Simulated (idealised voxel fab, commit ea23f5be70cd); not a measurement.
Process module heading - voxel double patterning
The cross-section on display is named cut; it measures 205 nm wide, and its cells are 5 nm squares.
For the purposes of this document, a cross-section shall be understood as a grid of square cells, specified as bands listed in top-to-bottom order, each band consisting of one or more rows of cells. Top, bottom (nm), then materials left to right with widths (nm); lone material tagged "everywhere" fills the whole band edge to edge; "blank" = empty space. Heads up on the height convention: 0 is the point under which the incoming wafer is all one material, and the lowest band has no bottom, it just keeps going down, like "top 0, no bottom". When a width is written as two numbers, as in "30->40", the first number is the width in the top row of cells of the band and the second is the width in its bottom row, and the width changes by the same amount from each row to the next. Where a step carries "no change", the cross-section came out of it unchanged, cell for cell. You'll see "Closed void register" listing empty spaces that have no way open to the top, as long as they're 8 cells or more; the notation is width x height at distance, where the distance is from the left edge, and all of it is in nm. Step line, after settings: the simulator's comment on this step. The optional step-line setting "overlay nm" applies to steps with a mask and quantifies how far to the right of its planned location the mask lay, a negative value indicating leftward placement.
[So here's the lineup of process steps we planned]
step 1: RECEIVE | material Si
step 2: CONFORMAL_DEP | material SiO2 | thk nm 10
step 3: DIRECTIONAL_DEP | material TiN | thk nm 15
step 4: DIRECTIONAL_DEP | material SiCN | thk nm 10
step 5: MASKED_ETCH | tone open | mask id FIRST | width nm 15 | pitch nm 50 | etch materials SiCN | depth nm 10 | overlay nm 0
step 6: MASKED_ETCH | tone open | mask id SECOND | width nm 15 | etch materials SiCN | depth nm 10 | overlay nm 0
step 7: DIRECTIONAL_ETCH | etch materials TiN | depth nm 15
step 8: STRIP | etch materials SiCN
[Cross-sectional view of the wafer in its as-received condition, corresponding to the state after step 1]
> top 0, no bottom | Si everywhere
> Closed void register: none
[Post-module cross-section of the first of two wafers (run per plan)]
> top 25, bottom 10 | TiN (70) / blank (15) / TiN (10) / blank (15) / TiN (10) / blank (15) / TiN (70)
> top 10, bottom 0 | SiO2 everywhere
> top 0, no bottom | Si everywhere
> Closed void register: none
[Cross-sectional image of the second wafer of the two following completion of the module. Starting state and process plan were the same as for the first wafer; one execution error occurred]
> top 40, bottom 25 | TiN (70) / blank (15) / TiN (10) / blank (15) / TiN (10) / blank (15) / TiN (70)
> top 25, bottom 10 | TiN everywhere
> top 10, bottom 0 | SiO2 everywhere
> top 0, no bottom | Si everywhere
> Closed void register: none
Processing error: the plan had its step 3 run twice
at the end the second wafer has, in cells: +123 TiN
